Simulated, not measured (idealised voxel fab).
Process module in this document: voxel wiring stack
Xsec cut, 295 nm wide, square cell size 5 nm.
Cross-section layout: square cells on a grid; listed as bands, top to bottom; a band spans one or more cell rows. This entry defines a band. It first specifies the height of the band's top and the height of its bottom in nm, and then specifies the band's materials from left to right, stating each material with its width in nm. The word "full width" identifies a single material that fills the band from edge to edge, while the word "empty" identifies empty space. Below 0: as-received wafer, all one material; heights counted from there. Lowest band: no bottom, goes on down, written "0 down". A width given as "30 to 40" starts at the first number in the band's top row and ends at the second number in its bottom row, shifting by an equal amount at every step from row to row. The designation "stayed the same", where it is given for a processing step, indicates that no cell of the cross-section was altered in the course of that step. "Closed void list": empty spaces of 8 cells or more with no open way to the top, each given as width x height at distance, distance from the left edge, all in nm. Formally, on a step line, whatever follows the settings is a remark that the simulator itself makes on the step. On any step carrying a mask, the "overlay nm" setting, if present on the step's line, tells how far right of its planned place the mask lay; negative values point to the left.
[Process steps foreseen in the plan]
1) RECEIVE (material Si)
2) CONFORMAL_DEP (material SiO2; thk nm 15)
3) CONFORMAL_DEP (material SiN; thk nm 5)
4) DIRECTIONAL_DEP (material lowk; thk nm 15)
5) PATTERN (tone open; mask id METAL_1; material resist; width nm 25; pitch nm 55; thk nm 15; overlay nm 0)
6) DIRECTIONAL_ETCH (etch materials lowk; depth nm 15)
7) DIRECTIONAL_ETCH (etch materials SiN; depth nm 5)
8) STRIP (etch materials resist)
9) CONFORMAL_DEP (material TiN; thk nm 5)
10) FILL_DEP (material Cu; thk nm 10)
11) CMP (height nm 35)
12) CONFORMAL_DEP (material SiCN; thk nm 5)
13) DIRECTIONAL_DEP (material lowk; thk nm 10)
14) PATTERN (tone open; mask id PLUG_1; material resist; width nm 15; pitch nm 55; thk nm 20; overlay nm 0)
15) DIRECTIONAL_ETCH (etch materials lowk; depth nm 10)
16) DIRECTIONAL_ETCH (etch materials SiCN; depth nm 5)
17) STRIP (etch materials resist)
18) EPI (material Ru; thk nm 10)
19) EPI (material Ru; thk nm 5)
20) CONFORMAL_DEP (material SiCN; thk nm 5)
21) DIRECTIONAL_DEP (material SiO2; thk nm 25)
22) PATTERN (tone open; mask id METAL_2; material resist; width nm 25; pitch nm 55; thk nm 15; overlay nm 0)
23) DIRECTIONAL_ETCH (etch materials SiO2; depth nm 25)
24) DIRECTIONAL_ETCH (etch materials SiCN; depth nm 5)
25) STRIP (etch materials resist)
26) CONFORMAL_DEP (material TiN; thk nm 5)
27) FILL_DEP (material Ru; thk nm 5)
28) CMP (height nm 80)
29) CONFORMAL_DEP (material SiCN; thk nm 5)
30) DIRECTIONAL_DEP (material SiO2; thk nm 20)
31) MASKED_ETCH (tone open; mask id PLUG_2; width nm 15; pitch nm 110; etch materials SiO2; depth nm 20; overlay nm 0)
32) MASKED_ETCH (tone open; mask id PLUG_2; width nm 15; pitch nm 110; etch materials SiCN; depth nm 5; overlay nm 0)
33) EPI (material Ru; thk nm 10)
34) EPI (material Ru; thk nm 10)
35) EPI (material Ru; thk nm 5)
36) CONFORMAL_DEP (material SiCN; thk nm 5)
37) DIRECTIONAL_DEP (material lowk; thk nm 20)
38) MASKED_ETCH (tone open; mask id METAL_3; width nm 25; pitch nm 55; etch materials lowk; depth nm 20; overlay nm 0)
39) MASKED_ETCH (tone open; mask id METAL_3; width nm 25; pitch nm 55; etch materials SiCN; depth nm 5; overlay nm 0)
40) CONFORMAL_DEP (material TiN; thk nm 5)
41) FILL_DEP (material W; thk nm 10)
42) CMP (height nm 130)
43) CONFORMAL_DEP (material SiCN; thk nm 5)
44) DIRECTIONAL_DEP (material SiO2; thk nm 35)
45) MASKED_ETCH (tone open; mask id METAL_4_HOLES; width nm 15; pitch nm 55; etch materials SiO2; depth nm 35; overlay nm 0)
46) PATTERN (tone open; mask id METAL_4; material resist; width nm 25; pitch nm 55; thk nm 20; overlay nm 0)
47) DIRECTIONAL_ETCH (etch materials SiO2; depth nm 20)
48) DIRECTIONAL_ETCH (etch materials SiCN; depth nm 5)
49) STRIP (etch materials resist)
50) CONFORMAL_DEP (material TiN; thk nm 5)
51) FILL_DEP (material Ru; thk nm 10)
52) CMP (height nm 170)
53) CONFORMAL_DEP (material SiCN; thk nm 5)
[Wafer as received: cross-section following step 1]
> 0 down: Si full width
> Closed void list: none
[first wafer at the end, as planned]
> 175 to 170: SiCN full width
> 170 to 155: SiO2 80, then TiN 5, then Ru 15, then TiN 5, then SiO2 30, then TiN 5, then Ru 15, then TiN 5, then SiO2 30, then TiN 5, then Ru 15, then TiN 5, then SiO2 80
> 155 to 150: SiO2 80, then TiN 5, then Ru 5, then TiN 15, then SiO2 30, then TiN 5, then Ru 5, then TiN 15, then SiO2 30, then TiN 5, then Ru 5, then TiN 15, then SiO2 80
> 150 to 135: SiO2 80, then TiN 5, then Ru 5, then TiN 5, then SiO2 40, then TiN 5, then Ru 5, then TiN 5, then SiO2 40, then TiN 5, then Ru 5, then TiN 5, then SiO2 90
> 135 to 130: SiCN 80, then TiN 15, then SiCN 40, then TiN 15, then SiCN 40, then TiN 15, then SiCN 90
> 130 to 110: lowk 80, then TiN 5, then W 15, then TiN 5, then lowk 30, then TiN 5, then W 15, then TiN 5, then lowk 30, then TiN 5, then W 15, then TiN 5, then lowk 80
> 110 to 105: SiCN 80, then TiN 25, then SiCN 30, then TiN 25, then SiCN 30, then TiN 25, then SiCN 80
> 105 to 85: SiO2 80, then Ru 15, then SiO2 95, then Ru 15, then SiO2 90
> 85 to 80: SiCN 80, then Ru 15, then SiCN 95, then Ru 15, then SiCN 90
> 80 to 55: SiO2 80, then TiN 5, then Ru 15, then TiN 5, then SiO2 30, then TiN 5, then Ru 15, then TiN 5, then SiO2 30, then TiN 5, then Ru 15, then TiN 5, then SiO2 80
> 55 to 50: SiCN 80, then TiN 25, then SiCN 30, then TiN 25, then SiCN 30, then TiN 25, then SiCN 80
> 50 to 40: lowk 80, then Ru 15, then lowk 40, then Ru 15, then lowk 40, then Ru 15, then lowk 90
> 40 to 35: SiCN 80, then Ru 15, then SiCN 40, then Ru 15, then SiCN 40, then Ru 15, then SiCN 90
> 35 to 20: lowk 80, then TiN 5, then Cu 15, then TiN 5, then lowk 30, then TiN 5, then Cu 15, then TiN 5, then lowk 30, then TiN 5, then Cu 15, then TiN 5, then lowk 80
> 20 to 15: SiN 80, then TiN 25, then SiN 30, then TiN 25, then SiN 30, then TiN 25, then SiN 80
> 15 to 0: SiO2 full width
> 0 down: Si full width
> Closed void list: none
[Presented here is a cross-section of the second of the two wafers as it stood at the end of the module. It was started in the same manner and assigned the same plan as the first wafer; however, one mistake was made in its execution]
> 175 to 170: SiCN full width
> 170 to 155: SiO2 80, then TiN 5, then Ru 15, then TiN 5, then SiO2 30, then TiN 5, then Ru 15, then TiN 5, then SiO2 30, then TiN 5, then Ru 15, then TiN 5, then SiO2 80
> 155 to 150: SiO2 80, then TiN 5, then Ru 5, then TiN 15, then SiO2 30, then TiN 5, then Ru 5, then TiN 15, then SiO2 30, then TiN 5, then Ru 5, then TiN 15, then SiO2 80
> 150 to 135: SiO2 80, then TiN 5, then Ru 5, then TiN 5, then SiO2 40, then TiN 5, then Ru 5, then TiN 5, then SiO2 40, then TiN 5, then Ru 5, then TiN 5, then SiO2 90
> 135 to 130: SiCN 80, then TiN 15, then SiCN 40, then TiN 15, then SiCN 40, then TiN 15, then SiCN 90
> 130 to 110: lowk 80, then TiN 5, then W 15, then TiN 5, then lowk 30, then TiN 5, then W 15, then TiN 5, then lowk 30, then TiN 5, then W 15, then TiN 5, then lowk 80
> 110 to 105: SiCN 80, then TiN 25, then SiCN 30, then TiN 25, then SiCN 30, then TiN 25, then SiCN 80
> 105 to 85: SiO2 80, then Ru 15, then SiO2 95, then Ru 15, then SiO2 90
> 85 to 80: SiCN 80, then Ru 15, then SiCN 95, then Ru 15, then SiCN 90
> 80 to 70: Ru 70, then TiN 5, then SiO2 5, then TiN 5, then Ru 15, then TiN 5, then SiO2 20, then TiN 5, then SiO2 5, then TiN 5, then Ru 15, then TiN 5, then SiO2 20, then TiN 5, then SiO2 5, then TiN 5, then Ru 15, then TiN 5, then SiO2 20, then TiN 5, then Ru 55
> 70 to 65: TiN 75, then SiO2 5, then TiN 5, then Ru 15, then TiN 5, then SiO2 20, then TiN 5, then SiO2 5, then TiN 5, then Ru 15, then TiN 5, then SiO2 20, then TiN 5, then SiO2 5, then TiN 5, then Ru 15, then TiN 5, then SiO2 20, then TiN 60
> 65 to 55: SiO2 80, then TiN 5, then Ru 15, then TiN 5, then SiO2 30, then TiN 5, then Ru 15, then TiN 5, then SiO2 30, then TiN 5, then Ru 15, then TiN 5, then SiO2 80
> 55 to 50: SiO2 75, then SiCN 5, then TiN 25, then SiCN 20, then SiO2 5, then SiCN 5, then TiN 25, then SiCN 20, then SiO2 5, then SiCN 5, then TiN 25, then SiCN 20, then SiO2 60
> 50 to 40: SiO2 75, then SiCN 5, then lowk 15, then Ru 25, then SiCN 5, then SiO2 5, then SiCN 5, then lowk 15, then Ru 25, then SiCN 5, then SiO2 5, then SiCN 5, then lowk 15, then Ru 25, then SiCN 5, then SiO2 60
> 40 to 35: SiCN 95, then Ru 25, then SiCN 30, then Ru 25, then SiCN 30, then Ru 25, then SiCN 65
> 35 to 20: lowk 80, then TiN 5, then Cu 15, then TiN 5, then lowk 30, then TiN 5, then Cu 15, then TiN 5, then lowk 30, then TiN 5, then Cu 15, then TiN 5, then lowk 80
> 20 to 15: SiN 80, then TiN 25, then SiN 30, then TiN 25, then SiN 30, then TiN 25, then SiN 80
> 15 to 0: SiO2 full width
> 0 down: Si full width
> Closed void list: none
What was the processing mistake? step 14 ran with different settings than intended, the actual operation and settings being PATTERN (tone cover; mask id PLUG_1; material resist; width nm 15; pitch nm 55; thk nm 20; overlay nm 0)
The closing comparison, in cells, has the second wafer with more or fewer of some materials than the first: Ru: 68 more | SiCN: 23 fewer | TiN: 37 more | lowk: 82 fewer
